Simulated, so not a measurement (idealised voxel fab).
Process module heading - voxel gate over fins
Cross-section cut: width 260 nm, square cells of 5 nm.
A cross-section is written here as square cells arranged in a grid, and it is given in bands from the top down, each band taking up one or more rows of cells. Quick guide to a band line: top height, bottom height (nm) up front; then every material left to right with its width in nm. Only one material and it's marked "edge to edge"? Then it fills the band edge to edge. And "air" just means empty space. It should be noted that heights are counted from 0, beneath which the wafer as supplied is of one material throughout, and that the lowest band possesses no lower boundary but continues downward, as written in "top 0, no bottom". Width "30->40": first value at the band's top row of cells, second value at its bottom row, equal change from row to row. No cell of the cross-section changed in a step that is given as "identical to before". Enclosed voids (no open way to top), threshold 8 cells or more, entry "Closed internal cavities", notation width x height at distance, distance from left edge, nm. Note: text after step settings on the step line = simulator remark on that step. What "overlay nm" on a step's line means: if the step has a mask, that mask lay this far to the right of its planned place, or, when the value is negative, to the left.
-- So here's the lineup of process steps we planned
1. RECEIVE, material Si
2. CONFORMAL_DEP, material SiN, thk nm 5
3. MASKED_ETCH, tone cover, mask id FINS, width nm 15, pitch nm 45, etch materials SiN, depth nm 5, overlay nm 0
4. MASKED_ETCH, tone cover, mask id FINS, width nm 15, pitch nm 45, etch materials Si, depth nm 35, overlay nm 0
5. FILL_DEP, material SiO2, thk nm 10
6. CMP, height nm 5
7. SELECTIVE_ETCH, etch materials SiO2, depth nm 15
8. STRIP, etch materials SiN
9. CONFORMAL_DEP, material HfO2, thk nm 5
10. CONFORMAL_DEP, material TiN, thk nm 5
11. FILL_DEP, material W, thk nm 10
12. CMP, height nm 15
13. CONFORMAL_DEP, material SiCN, thk nm 5
-- Account of the first of two wafers, which was processed as intended
-- Wafer cross-section on receipt, i.e. after step 1
- top 0, no bottom  Si edge to edge
- Closed internal cavities: none
-- Wafer section view after processing step 2
- top 5, bottom 0  SiN edge to edge
- Nothing below the height 0 has changed.
-- Wafer section view after processing step 3
- top 5, bottom 0  55 air / 15 SiN / 30 air / 15 SiN / 30 air / 15 SiN / 30 air / 15 SiN / 55 air
- Nothing below the height 0 has changed.
-- Wafer section view after processing step 4
- top 5, bottom 0  55 air / 15 SiN / 30 air / 15 SiN / 30 air / 15 SiN / 30 air / 15 SiN / 55 air
- top 0, bottom -35  55 air / 15 Si / 30 air / 15 Si / 30 air / 15 Si / 30 air / 15 Si / 55 air
- Nothing below the height -35 has changed.
-- Wafer section view after processing step 5
- top 15, bottom 5  SiO2 edge to edge
- top 5, bottom 0  55 SiO2 / 15 SiN / 30 SiO2 / 15 SiN / 30 SiO2 / 15 SiN / 30 SiO2 / 15 SiN / 55 SiO2
- top 0, bottom -35  55 SiO2 / 15 Si / 30 SiO2 / 15 Si / 30 SiO2 / 15 Si / 30 SiO2 / 15 Si / 55 SiO2
- Nothing below the height -35 has changed.
-- Wafer section view after processing step 6
- top 5, bottom 0  55 SiO2 / 15 SiN / 30 SiO2 / 15 SiN / 30 SiO2 / 15 SiN / 30 SiO2 / 15 SiN / 55 SiO2
- Nothing below the height 0 has changed.
-- Wafer section view after processing step 7
- top 5, bottom 0  55 air / 15 SiN / 30 air / 15 SiN / 30 air / 15 SiN / 30 air / 15 SiN / 55 air
- top 0, bottom -10  55 air / 15 Si / 30 air / 15 Si / 30 air / 15 Si / 30 air / 15 Si / 55 air
- Nothing below the height -10 has changed.
-- Wafer section view after processing step 8
- top 0, bottom -10  55 air / 15 Si / 30 air / 15 Si / 30 air / 15 Si / 30 air / 15 Si / 55 air
- Nothing below the height -10 has changed.
-- Wafer section view after processing step 9
- top 5, bottom 0  50 air / 25 HfO2 / 20 air / 25 HfO2 / 20 air / 25 HfO2 / 20 air / 25 HfO2 / 50 air
- top 0, bottom -5  50 air / 5 HfO2 / 15 Si / 5 HfO2 / 20 air / 5 HfO2 / 15 Si / 5 HfO2 / 20 air / 5 HfO2 / 15 Si / 5 HfO2 / 20 air / 5 HfO2 / 15 Si / 5 HfO2 / 50 air
- top -5, bottom -10  55 HfO2 / 15 Si / 30 HfO2 / 15 Si / 30 HfO2 / 15 Si / 30 HfO2 / 15 Si / 55 HfO2
- Nothing below the height -10 has changed.
-- Wafer section view after processing step 10
- top 10, bottom 5  45 air / 35 TiN / 10 air / 35 TiN / 10 air / 35 TiN / 10 air / 35 TiN / 45 air
- top 5, bottom 0  45 air / 5 TiN / 25 HfO2 / 5 TiN / 10 air / 5 TiN / 25 HfO2 / 5 TiN / 10 air / 5 TiN / 25 HfO2 / 5 TiN / 10 air / 5 TiN / 25 HfO2 / 5 TiN / 45 air
- top 0, bottom -5  50 TiN / 5 HfO2 / 15 Si / 5 HfO2 / 20 TiN / 5 HfO2 / 15 Si / 5 HfO2 / 20 TiN / 5 HfO2 / 15 Si / 5 HfO2 / 20 TiN / 5 HfO2 / 15 Si / 5 HfO2 / 50 TiN
- Nothing below the height -5 has changed.
-- Wafer section view after processing step 11
- top 20, bottom 10  W edge to edge
- top 10, bottom 5  45 W / 35 TiN / 10 W / 35 TiN / 10 W / 35 TiN / 10 W / 35 TiN / 45 W
- top 5, bottom 0  45 W / 5 TiN / 25 HfO2 / 5 TiN / 10 W / 5 TiN / 25 HfO2 / 5 TiN / 10 W / 5 TiN / 25 HfO2 / 5 TiN / 10 W / 5 TiN / 25 HfO2 / 5 TiN / 45 W
- Nothing below the height 0 has changed.
-- Wafer section view after processing step 12
- top 15, bottom 10  W edge to edge
- Nothing below the height 10 has changed.
-- Wafer section view after processing step 13
- top 20, bottom 15  SiCN edge to edge
- Nothing below the height 15 has changed.
-- Second wafer, same starting conditions and recipe as the first, one mistake in executing it, nothing differs from the first up to and including step 6
-- Second wafer, cut view, end of step 7 per plan
- top 5, bottom 0  55 air / 15 SiN / 30 air / 15 SiN / 30 air / 15 SiN / 30 air / 15 SiN / 55 air
- top 0, bottom -25  55 air / 15 Si / 30 air / 15 Si / 30 air / 15 Si / 30 air / 15 Si / 55 air
- Nothing below the height -25 has changed.
-- Second wafer, cut view, end of step 8 per plan
- top 0, bottom -25  55 air / 15 Si / 30 air / 15 Si / 30 air / 15 Si / 30 air / 15 Si / 55 air
- Nothing below the height -25 has changed.
-- Second wafer, cut view, end of step 9 per plan
- top 5, bottom 0  50 air / 25 HfO2 / 20 air / 25 HfO2 / 20 air / 25 HfO2 / 20 air / 25 HfO2 / 50 air
- top 0, bottom -20  50 air / 5 HfO2 / 15 Si / 5 HfO2 / 20 air / 5 HfO2 / 15 Si / 5 HfO2 / 20 air / 5 HfO2 / 15 Si / 5 HfO2 / 20 air / 5 HfO2 / 15 Si / 5 HfO2 / 50 air
- top -20, bottom -25  55 HfO2 / 15 Si / 30 HfO2 / 15 Si / 30 HfO2 / 15 Si / 30 HfO2 / 15 Si / 55 HfO2
- Nothing below the height -25 has changed.
-- Second wafer, cut view, end of step 10 per plan
- top 10, bottom 5  45 air / 35 TiN / 10 air / 35 TiN / 10 air / 35 TiN / 10 air / 35 TiN / 45 air
- top 5, bottom 0  45 air / 5 TiN / 25 HfO2 / 5 TiN / 10 air / 5 TiN / 25 HfO2 / 5 TiN / 10 air / 5 TiN / 25 HfO2 / 5 TiN / 10 air / 5 TiN / 25 HfO2 / 5 TiN / 45 air
- top 0, bottom -15  45 air / 5 TiN / 5 HfO2 / 15 Si / 5 HfO2 / 5 TiN / 10 air / 5 TiN / 5 HfO2 / 15 Si / 5 HfO2 / 5 TiN / 10 air / 5 TiN / 5 HfO2 / 15 Si / 5 HfO2 / 5 TiN / 10 air / 5 TiN / 5 HfO2 / 15 Si / 5 HfO2 / 5 TiN / 45 air
- top -15, bottom -20  50 TiN / 5 HfO2 / 15 Si / 5 HfO2 / 20 TiN / 5 HfO2 / 15 Si / 5 HfO2 / 20 TiN / 5 HfO2 / 15 Si / 5 HfO2 / 20 TiN / 5 HfO2 / 15 Si / 5 HfO2 / 50 TiN
- Nothing below the height -20 has changed.
-- Second wafer, cut view, end of step 11 per plan
- top 20, bottom 10  W edge to edge
- top 10, bottom 5  45 W / 35 TiN / 10 W / 35 TiN / 10 W / 35 TiN / 10 W / 35 TiN / 45 W
- top 5, bottom 0  45 W / 5 TiN / 25 HfO2 / 5 TiN / 10 W / 5 TiN / 25 HfO2 / 5 TiN / 10 W / 5 TiN / 25 HfO2 / 5 TiN / 10 W / 5 TiN / 25 HfO2 / 5 TiN / 45 W
- top 0, bottom -15  45 W / 5 TiN / 5 HfO2 / 15 Si / 5 HfO2 / 5 TiN / 10 W / 5 TiN / 5 HfO2 / 15 Si / 5 HfO2 / 5 TiN / 10 W / 5 TiN / 5 HfO2 / 15 Si / 5 HfO2 / 5 TiN / 10 W / 5 TiN / 5 HfO2 / 15 Si / 5 HfO2 / 5 TiN / 45 W
- Nothing below the height -15 has changed.
-- Second wafer, cut view, end of step 12 per plan
- top 15, bottom 10  W edge to edge
- Nothing below the height 10 has changed.
-- Second wafer, cut view, end of step 13 per plan
- top 20, bottom 15  SiCN edge to edge
- Nothing below the height 15 has changed.
Plan not followed: the plan had its step 7 run twice
Final tally in cells, some materials are higher or lower on the second wafer than on the first: 24 more of HfO2 | 120 fewer of SiO2 | 24 more of TiN | 72 more of W
